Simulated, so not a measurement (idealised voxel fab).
Proc. module: voxel wiring stack
The cross-section on display is named cut; it measures 235 nm wide, and its cells are 5 nm squares.
A cross-section is written here as square cells arranged in a grid, and it is given in bands from the top down, each band taking up one or more rows of cells.
First you get the band's top height and its bottom height, in nm, and then the materials it's made of, left to right, with each width in nm. If you see a single material with "everywhere", that one covers the band edge to edge. "blank" is empty space.
We count height from 0. Below that, the starting wafer is all one material. The lowest band never ends at the bottom but goes on down; see "from 0 down" for how that is written.
Note: "30->40" means the width goes from the first number (top row of the band) to the second number (bottom row) in equal steps per row of cells.
"left unchanged" (step): cross-section cells unchanged, all of them.
Each empty space that has no open way to the top and spans at least 8 cells appears under "Trapped cavities" as width x height at distance, the distance counted from the left edge, all in nm.
Step line, after settings: the simulator's comment on this step.
The setting "overlay nm" may be written on the line of a step. When the step uses a mask, the value reports how far to the right of the planned place the mask lay, and a negative value reports that it lay to the left.

Process steps (planned):
1) RECEIVE: material Si
2) CONFORMAL_DEP: material SiO2, thk nm 10
3) CONFORMAL_DEP: material SiN, thk nm 5
4) DIRECTIONAL_DEP: material lowk, thk nm 20
5) DIRECTIONAL_DEP: material aC, thk nm 10
6) PATTERN: tone open, mask id METAL_1, material resist, width nm 20, pitch nm 45, thk nm 30, overlay nm 0
7) DIRECTIONAL_ETCH: etch materials aC, depth nm 10
8) STRIP: etch materials resist
9) DIRECTIONAL_ETCH: etch materials lowk, depth nm 20
10) DIRECTIONAL_ETCH: etch materials SiN, depth nm 5
11) STRIP: etch materials aC
12) CONFORMAL_DEP: material TiN, thk nm 5
13) FILL_DEP: material Ru, thk nm 5
14) CMP: height nm 35
15) CONFORMAL_DEP: material SiCN, thk nm 5
16) DIRECTIONAL_DEP: material lowk, thk nm 35
17) MASKED_ETCH: tone open, mask id METAL_2_HOLES, width nm 15, pitch nm 45, etch materials lowk, depth nm 35, overlay nm 0
18) DIRECTIONAL_DEP: material aC, thk nm 10
19) PATTERN: tone open, mask id METAL_2, material resist, width nm 20, pitch nm 45, thk nm 25, overlay nm 0
20) DIRECTIONAL_ETCH: etch materials aC, depth nm 10
21) STRIP: etch materials resist
22) DIRECTIONAL_ETCH: etch materials lowk, depth nm 20
23) DIRECTIONAL_ETCH: etch materials SiCN, depth nm 5
24) STRIP: etch materials aC
25) CONFORMAL_DEP: material TiN, thk nm 5
26) FILL_DEP: material Ru, thk nm 5
27) CMP: height nm 75
28) CONFORMAL_DEP: material SiCN, thk nm 5

first wafer, as planned:

Here's what the wafer looked like in cross-section when it arrived - that's after step 1:
* from 0 down  Si everywhere
* Trapped cavities: none

Wafer after step 2 (cross-section):
* from 10 to 0  SiO2 everywhere
* Rest of section, below 0: as before.

Wafer after step 3 (cross-section):
* from 15 to 10  SiN everywhere
* Rest of section, below 10: as before.

Wafer after step 4 (cross-section):
* from 35 to 15  lowk everywhere
* Rest of section, below 15: as before.

Wafer after step 5 (cross-section):
* from 45 to 35  aC everywhere
* Rest of section, below 35: as before.

Wafer after step 6 (cross-section):
* from 75 to 45  resist: 85, then blank: 20, then resist: 25, then blank: 20, then resist: 85
* Rest of section, below 45: as before.

Wafer after step 7 (cross-section):
* from 65 to 45  resist: 85, then blank: 20, then resist: 25, then blank: 20, then resist: 85
* from 45 to 35  aC: 85, then blank: 20, then aC: 25, then blank: 20, then aC: 85
* Rest of section, below 35: as before.

Wafer after step 8 (cross-section):
* from 45 to 35  aC: 85, then blank: 20, then aC: 25, then blank: 20, then aC: 85
* Rest of section, below 35: as before.

Wafer after step 9 (cross-section):
* from 45 to 35  aC: 85, then blank: 20, then aC: 25, then blank: 20, then aC: 85
* from 35 to 15  lowk: 85, then blank: 20, then lowk: 25, then blank: 20, then lowk: 85
* Rest of section, below 15: as before.

Wafer after step 10 (cross-section):
* from 45 to 35  aC: 85, then blank: 20, then aC: 25, then blank: 20, then aC: 85
* from 35 to 15  lowk: 85, then blank: 20, then lowk: 25, then blank: 20, then lowk: 85
* from 15 to 10  SiN: 85, then blank: 20, then SiN: 25, then blank: 20, then SiN: 85
* Rest of section, below 10: as before.

Wafer after step 11 (cross-section):
* from 35 to 15  lowk: 85, then blank: 20, then lowk: 25, then blank: 20, then lowk: 85
* Rest of section, below 15: as before.

Wafer after step 12 (cross-section):
* from 40 to 35  TiN: 90, then blank: 10, then TiN: 35, then blank: 10, then TiN: 90
* from 35 to 15  lowk: 85, then TiN: 5, then blank: 10, then TiN: 5, then lowk: 25, then TiN: 5, then blank: 10, then TiN: 5, then lowk: 85
* from 15 to 10  SiN: 85, then TiN: 20, then SiN: 25, then TiN: 20, then SiN: 85
* Rest of section, below 10: as before.

Wafer after step 13 (cross-section):
* from 45 to 40  Ru everywhere
* from 40 to 35  TiN: 90, then Ru: 10, then TiN: 35, then Ru: 10, then TiN: 90
* from 35 to 15  lowk: 85, then TiN: 5, then Ru: 10, then TiN: 5, then lowk: 25, then TiN: 5, then Ru: 10, then TiN: 5, then lowk: 85
* Rest of section, below 15: as before.

Wafer after step 14 (cross-section):
* from 35 to 15  lowk: 85, then TiN: 5, then Ru: 10, then TiN: 5, then lowk: 25, then TiN: 5, then Ru: 10, then TiN: 5, then lowk: 85
* Rest of section, below 15: as before.

Wafer after step 15 (cross-section):
* from 40 to 35  SiCN everywhere
* Rest of section, below 35: as before.

Wafer after step 16 (cross-section):
* from 75 to 40  lowk everywhere
* Rest of section, below 40: as before.

Wafer after step 17 (cross-section):
* from 75 to 40  lowk: 85, then blank: 15, then lowk: 30, then blank: 15, then lowk: 90
* Rest of section, below 40: as before.

Wafer after step 18 (cross-section):
* from 85 to 75  aC: 85, then blank: 15, then aC: 30, then blank: 15, then aC: 90
* from 75 to 50  lowk: 85, then blank: 15, then lowk: 30, then blank: 15, then lowk: 90
* from 50 to 40  lowk: 85, then aC: 15, then lowk: 30, then aC: 15, then lowk: 90
* Rest of section, below 40: as before.

Wafer after step 19 (cross-section):
* from 110 to 85  resist: 85, then blank: 20, then resist: 25, then blank: 20, then resist: 85
* Rest of section, below 85: as before.

Wafer after step 20 (cross-section):
* from 100 to 85  resist: 85, then blank: 20, then resist: 25, then blank: 20, then resist: 85
* from 85 to 75  aC: 85, then blank: 20, then aC: 25, then blank: 20, then aC: 85
* from 75 to 40  lowk: 85, then blank: 15, then lowk: 30, then blank: 15, then lowk: 90
* Rest of section, below 40: as before.

Wafer after step 21 (cross-section):
* from 85 to 75  aC: 85, then blank: 20, then aC: 25, then blank: 20, then aC: 85
* Rest of section, below 75: as before.

Wafer after step 22 (cross-section):
* from 85 to 75  aC: 85, then blank: 20, then aC: 25, then blank: 20, then aC: 85
* from 75 to 55  lowk: 85, then blank: 20, then lowk: 25, then blank: 20, then lowk: 85
* Rest of section, below 55: as before.

Wafer after step 23 (cross-section):
* from 85 to 75  aC: 85, then blank: 20, then aC: 25, then blank: 20, then aC: 85
* from 75 to 55  lowk: 85, then blank: 20, then lowk: 25, then blank: 20, then lowk: 85
* from 55 to 40  lowk: 85, then blank: 15, then lowk: 30, then blank: 15, then lowk: 90
* from 40 to 35  SiCN: 85, then blank: 15, then SiCN: 30, then blank: 15, then SiCN: 90
* Rest of section, below 35: as before.

Wafer after step 24 (cross-section):
* from 75 to 55  lowk: 85, then blank: 20, then lowk: 25, then blank: 20, then lowk: 85
* Rest of section, below 55: as before.

Wafer after step 25 (cross-section):
* from 80 to 75  TiN: 90, then blank: 10, then TiN: 35, then blank: 10, then TiN: 90
* from 75 to 60  lowk: 85, then TiN: 5, then blank: 10, then TiN: 5, then lowk: 25, then TiN: 5, then blank: 10, then TiN: 5, then lowk: 85
* from 60 to 55  lowk: 85, then TiN: 5, then blank: 5, then TiN: 10, then lowk: 25, then TiN: 5, then blank: 5, then TiN: 10, then lowk: 85
* from 55 to 40  lowk: 85, then TiN: 5, then blank: 5, then TiN: 5, then lowk: 30, then TiN: 5, then blank: 5, then TiN: 5, then lowk: 90
* from 40 to 35  SiCN: 85, then TiN: 15, then SiCN: 30, then TiN: 15, then SiCN: 90
* Rest of section, below 35: as before.

Wafer after step 26 (cross-section):
* from 85 to 80  Ru everywhere
* from 80 to 75  TiN: 90, then Ru: 10, then TiN: 35, then Ru: 10, then TiN: 90
* from 75 to 60  lowk: 85, then TiN: 5, then Ru: 10, then TiN: 5, then lowk: 25, then TiN: 5, then Ru: 10, then TiN: 5, then lowk: 85
* from 60 to 55  lowk: 85, then TiN: 5, then Ru: 5, then TiN: 10, then lowk: 25, then TiN: 5, then Ru: 5, then TiN: 10, then lowk: 85
* from 55 to 40  lowk: 85, then TiN: 5, then Ru: 5, then TiN: 5, then lowk: 30, then TiN: 5, then Ru: 5, then TiN: 5, then lowk: 90
* Rest of section, below 40: as before.

Wafer after step 27 (cross-section):
* from 75 to 60  lowk: 85, then TiN: 5, then Ru: 10, then TiN: 5, then lowk: 25, then TiN: 5, then Ru: 10, then TiN: 5, then lowk: 85
* Rest of section, below 60: as before.

Wafer after step 28 (cross-section):
* from 80 to 75  SiCN everywhere
* Rest of section, below 75: as before.

For the second wafer, take the first wafer's start and plan, then add one mistake made in running it; everything through step 14, that step included, is shared with the first:

X-section, second wafer, when step 15 was due to finish:
* from 70 to 35  lowk everywhere
* Rest of section, below 35: as before.

X-section, second wafer, when step 16 was due to finish:
* from 75 to 70  SiCN everywhere
* Rest of section, below 70: as before.

X-section, second wafer, when step 17 was due to finish: left unchanged

X-section, second wafer, when step 18 was due to finish:
* from 85 to 75  aC everywhere
* Rest of section, below 75: as before.

X-section, second wafer, when step 19 was due to finish:
* from 110 to 85  resist: 85, then blank: 20, then resist: 25, then blank: 20, then resist: 85
* Rest of section, below 85: as before.

X-section, second wafer, when step 20 was due to finish:
* from 100 to 85  resist: 85, then blank: 20, then resist: 25, then blank: 20, then resist: 85
* from 85 to 75  aC: 85, then blank: 20, then aC: 25, then blank: 20, then aC: 85
* Rest of section, below 75: as before.

X-section, second wafer, when step 21 was due to finish:
* from 85 to 75  aC: 85, then blank: 20, then aC: 25, then blank: 20, then aC: 85
* Rest of section, below 75: as before.

X-section, second wafer, when step 22 was due to finish: left unchanged

X-section, second wafer, when step 23 was due to finish:
* from 85 to 75  aC: 85, then blank: 20, then aC: 25, then blank: 20, then aC: 85
* from 75 to 70  SiCN: 85, then blank: 20, then SiCN: 25, then blank: 20, then SiCN: 85
* Rest of section, below 70: as before.

X-section, second wafer, when step 24 was due to finish:
* from 75 to 70  SiCN: 85, then blank: 20, then SiCN: 25, then blank: 20, then SiCN: 85
* Rest of section, below 70: as before.

X-section, second wafer, when step 25 was due to finish:
* from 80 to 75  TiN: 90, then blank: 10, then TiN: 35, then blank: 10, then TiN: 90
* from 75 to 70  SiCN: 85, then TiN: 20, then SiCN: 25, then TiN: 20, then SiCN: 85
* Rest of section, below 70: as before.

X-section, second wafer, when step 26 was due to finish:
* from 85 to 80  Ru everywhere
* from 80 to 75  TiN: 90, then Ru: 10, then TiN: 35, then Ru: 10, then TiN: 90
* Rest of section, below 75: as before.

X-section, second wafer, when step 27 was due to finish:
* from 75 to 70  SiCN: 85, then TiN: 20, then SiCN: 25, then TiN: 20, then SiCN: 85
* Rest of section, below 70: as before.

X-section, second wafer, when step 28 was due to finish:
* from 80 to 75  SiCN everywhere
* Rest of section, below 75: as before.
Misprocessing identified: steps 15 and 16: order swapped relative to plan
At the finish, the second wafer shows more or fewer cells for some materials than the first does: Ru -20; SiCN -2; TiN -28; lowk +50
